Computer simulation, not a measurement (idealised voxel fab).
This is a process module. Its name is voxel transistor to metal.
It is cross-section cut that appears here, measuring 150 nm in width, its square cells being 5 nm in size.
Notation: cross-section as square-cell grid; stated in bands, top first, going down; one or more cell rows per band. Look at the band entry: it leads with the top's height and the bottom's height in nm. Then it lists the materials left to right, with a width in nm for each. The word "edge to edge" on a single material says that material fills the band edge to edge. The word "blank" is empty space. Ref level 0: as-received wafer is one material below here. Bottom band extends down with no lower bound ("0..down"). Read "30..40" as a graded width: first number on top, second number at the bottom, same change between each pair of neighbouring rows. Basically "no alteration" means that step didn't change any cell in the cross-section. Empty spaces counting at least 8 cells and having no open way to the top are listed in "Enclosed void inventory". The notation width x height at distance is used for each, the distance being from the left edge and all three values in nm. after a step's settings: what the simulator itself notes on the step. A step's line can hold "overlay nm"; with a mask on that step, the setting says how far right of the planned place the mask lay, while a negative setting says it lay to the left.

# List of planned process steps
step 1: RECEIVE: material Si
step 2: OXIDIZE: depth nm 5
step 3: CONFORMAL_DEP: material SiN, thk nm 15
step 4: PATTERN: tone cover, mask id ACTIVE, material resist, width nm 90, thk nm 20, overlay nm 0
step 5: DIRECTIONAL_ETCH: etch materials SiN, depth nm 15
step 6: DIRECTIONAL_ETCH: etch materials SiO2, depth nm 5
step 7: DIRECTIONAL_ETCH: etch materials Si, depth nm 25
step 8: STRIP: etch materials resist
step 9: FILL_DEP: material SiO2, thk nm 5
step 10: CMP: height nm 15
step 11: SELECTIVE_ETCH: etch materials SiO2, depth nm 15
step 12: STRIP: etch materials SiN
step 13: SELECTIVE_ETCH: etch materials SiO2, depth nm 5
step 14: OXIDIZE: depth nm 5
step 15: DIRECTIONAL_DEP: material polySi, thk nm 25
step 16: DIRECTIONAL_DEP: material SiCN, thk nm 15
step 17: MASKED_ETCH: tone cover, mask id GATE, width nm 20, etch materials SiCN, depth nm 25, overlay nm 0
step 18: MASKED_ETCH: tone cover, mask id GATE, width nm 20, etch materials polySi, depth nm 35, overlay nm 0
step 19: CONFORMAL_DEP: material SiN, thk nm 10
step 20: DIRECTIONAL_ETCH: etch materials SiN, depth nm 10
step 21: DIRECTIONAL_ETCH: etch materials SiO2, depth nm 5
step 22: DIRECTIONAL_ETCH: etch materials Si, depth nm 5
step 23: EPI: material SiGe, thk nm 10
step 24: FILL_DEP: material SiO2, thk nm 5
step 25: CMP: height nm 35
step 26: DIRECTIONAL_DEP: material SiO2, thk nm 15
step 27: PATTERN: tone open, mask id CONTACT, material resist, width nm 15, pitch nm 65, thk nm 20, overlay nm 0
step 28: DIRECTIONAL_ETCH: etch materials SiO2, depth nm 55
step 29: STRIP: etch materials resist
step 30: CONFORMAL_DEP: material TiN, thk nm 5
step 31: FILL_DEP: material W, thk nm 10
step 32: CMP: height nm 50
step 33: DIRECTIONAL_DEP: material TiN, thk nm 5
step 34: DIRECTIONAL_DEP: material Ru, thk nm 25
step 35: DIRECTIONAL_DEP: material aC, thk nm 10
step 36: PATTERN: tone cover, mask id METAL_1, material resist, width nm 15, pitch nm 65, thk nm 25, overlay nm 0
step 37: DIRECTIONAL_ETCH: etch materials aC, depth nm 10
step 38: STRIP: etch materials resist
step 39: DIRECTIONAL_ETCH: etch materials Ru, depth nm 25
step 40: DIRECTIONAL_ETCH: etch materials TiN, depth nm 5
step 41: STRIP: etch materials aC
step 42: CONFORMAL_DEP: material SiN, thk nm 5
step 43: FILL_DEP: material SiO2, thk nm 5
step 44: CMP: height nm 80
step 45: CONFORMAL_DEP: material SiCN, thk nm 5
step 46: DIRECTIONAL_DEP: material SiO2, thk nm 35
step 47: PATTERN: tone open, mask id METAL_2, material resist, width nm 15, pitch nm 65, thk nm 20, overlay nm 0
step 48: DIRECTIONAL_ETCH: etch materials SiO2, depth nm 20
step 49: STRIP: etch materials resist
step 50: PATTERN: tone open, mask id METAL_2_HOLES, material resist, width nm 15, pitch nm 65, thk nm 20, overlay nm 0
step 51: DIRECTIONAL_ETCH: etch materials SiO2, depth nm 15
step 52: DIRECTIONAL_ETCH: etch materials SiCN, depth nm 5
step 53: STRIP: etch materials resist
step 54: CONFORMAL_DEP: material TiN, thk nm 5
step 55: FILL_DEP: material Ru, thk nm 10
step 56: CMP: height nm 120
step 57: CONFORMAL_DEP: material SiN, thk nm 5

# Cross-section, incoming material, after step 1
    0..down  Si edge to edge
    Enclosed void inventory: none

# One mistake in running the module, otherwise start and plan as above: cross-section at the end
    125..120  SiN edge to edge
    120..105  35 SiO2, 5 TiN, 10 Ru, 5 TiN, 45 SiO2, 5 TiN, 10 Ru, 5 TiN, 30 SiO2
    105..100  35 SiO2, 5 TiN, 5 Ru, 10 TiN, 45 SiO2, 5 TiN, 5 Ru, 10 TiN, 30 SiO2
    100..85  35 SiO2, 5 TiN, 5 Ru, 5 TiN, 50 SiO2, 5 TiN, 5 Ru, 5 TiN, 35 SiO2
    85..80  35 SiCN, 15 TiN, 50 SiCN, 15 TiN, 35 SiCN
    80..55  30 SiO2, 5 SiN, 15 Ru, 5 SiN, 40 SiO2, 5 SiN, 15 Ru, 5 SiN, 30 SiO2
    55..50  35 SiN, 15 TiN, 50 SiN, 15 TiN, 35 SiN
    50..35  35 SiO2, 5 TiN, 5 W, 5 TiN, 50 SiO2, 5 TiN, 5 W, 5 TiN, 35 SiO2
    35..20  35 SiO2, 5 TiN, 5 W, 5 TiN, 5 SiO2, 10 SiN, 20 SiCN, 10 SiN, 5 SiO2, 5 TiN, 5 W, 5 TiN, 35 SiO2
    20..5  35 SiO2, 5 TiN, 5 W, 5 TiN, 5 SiO2, 10 SiN, 20 polySi, 10 SiN, 5 SiO2, 5 TiN, 5 W, 5 TiN, 35 SiO2
    5..0  35 SiO2, 15 TiN, 5 SiO2, 10 SiN, 20 polySi, 10 SiN, 5 SiO2, 15 TiN, 35 SiO2
    0..-5  35 SiO2, 10 TiN, 10 SiGe, 10 SiN, 20 polySi, 10 SiN, 10 SiGe, 10 TiN, 35 SiO2
    -5..-10  25 SiO2, 30 SiGe, 40 SiO2, 30 SiGe, 25 SiO2
    -10..-15  30 SiO2, 25 SiGe, 40 Si, 25 SiGe, 30 SiO2
    -15..-30  30 SiO2, 90 Si, 30 SiO2
    -30..down  Si edge to edge
    Enclosed void inventory: none
Plan not followed: heads up, step 47 didn't go per plan, it actually ran as PATTERN: tone open, mask id METAL_2, material resist, width nm 20, pitch nm 65, thk nm 20, overlay nm 0
